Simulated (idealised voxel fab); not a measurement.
process module | voxel trench capacitor
cross-section cut | 175 nm wide | cells 5 nm
A cross-section is a grid of square cells, given in bands from the top down. A band is one or more rows of cells.
Each band's line starts with the height of the band's top and of its bottom, in nm. Then come its materials from left to right, each with its width in nm. One material with "throughout" fills the band from edge to edge. "air" is empty space.
Height 0 is the level under which the wafer as received is all one material. The lowest band goes on downwards, as in "0 down".
A width such as "30 to 40" changes by the same amount from each row of cells to the next, from the band's top row to its bottom row.
"no change" after a step means that no cell of the cross-section changed.
closed voids: empty space of 8 cells or more with no open way to the top, each as width x height at its distance from the left edge, in nm
after a step's settings: what the simulator itself notes on the step
overlay nm, on a step with a mask: how far to the right of its planned place the mask lay; to the left if negative
plan
1 op RECEIVE | material Si
2 op CONFORMAL_DEP | material SiN | thk nm 10
3 op DIRECTIONAL_DEP | material aC | thk nm 15
4 op PATTERN | tone open | mask id TRENCH | material resist | width nm 25 | pitch nm 40 | thk nm 30 | overlay nm 0
5 op DIRECTIONAL_ETCH | etch materials aC | depth nm 15
6 op STRIP | etch materials resist
7 op DIRECTIONAL_ETCH | etch materials SiN | depth nm 10
8 op DIRECTIONAL_ETCH | etch materials Si | depth nm 35
9 op STRIP | etch materials aC
10 op CONFORMAL_DEP | material Al2O3 | thk nm 5
11 op CONFORMAL_DEP | material TiN | thk nm 5
12 op FILL_DEP | material W | thk nm 10
13 op CMP | height nm 10
as received, after step 1
  0 down: Si throughout
  closed voids: none
a wafer at the end: this start, this plan, one mistake
  10 to 0: SiN 35 | Al2O3 5 | TiN 5 | aC 5 | TiN 5 | Al2O3 5 | SiN 15 | Al2O3 5 | TiN 5 | aC 5 | TiN 5 | Al2O3 5 | SiN 15 | Al2O3 5 | TiN 5 | aC 5 | TiN 5 | Al2O3 5 | SiN 35
  0 to -25: Si 35 | Al2O3 5 | TiN 5 | aC 5 | TiN 5 | Al2O3 5 | Si 15 | Al2O3 5 | TiN 5 | aC 5 | TiN 5 | Al2O3 5 | Si 15 | Al2O3 5 | TiN 5 | aC 5 | TiN 5 | Al2O3 5 | Si 35
  -25 to -30: Si 35 | Al2O3 5 | TiN 15 | Al2O3 5 | Si 15 | Al2O3 5 | TiN 15 | Al2O3 5 | Si 15 | Al2O3 5 | TiN 15 | Al2O3 5 | Si 35
  -30 to -35: Si 35 | Al2O3 25 | Si 15 | Al2O3 25 | Si 15 | Al2O3 25 | Si 35
  -35 down: Si throughout
  closed voids: none
what went wrong: step 12 ran as: op FILL_DEP | material aC | thk nm 10
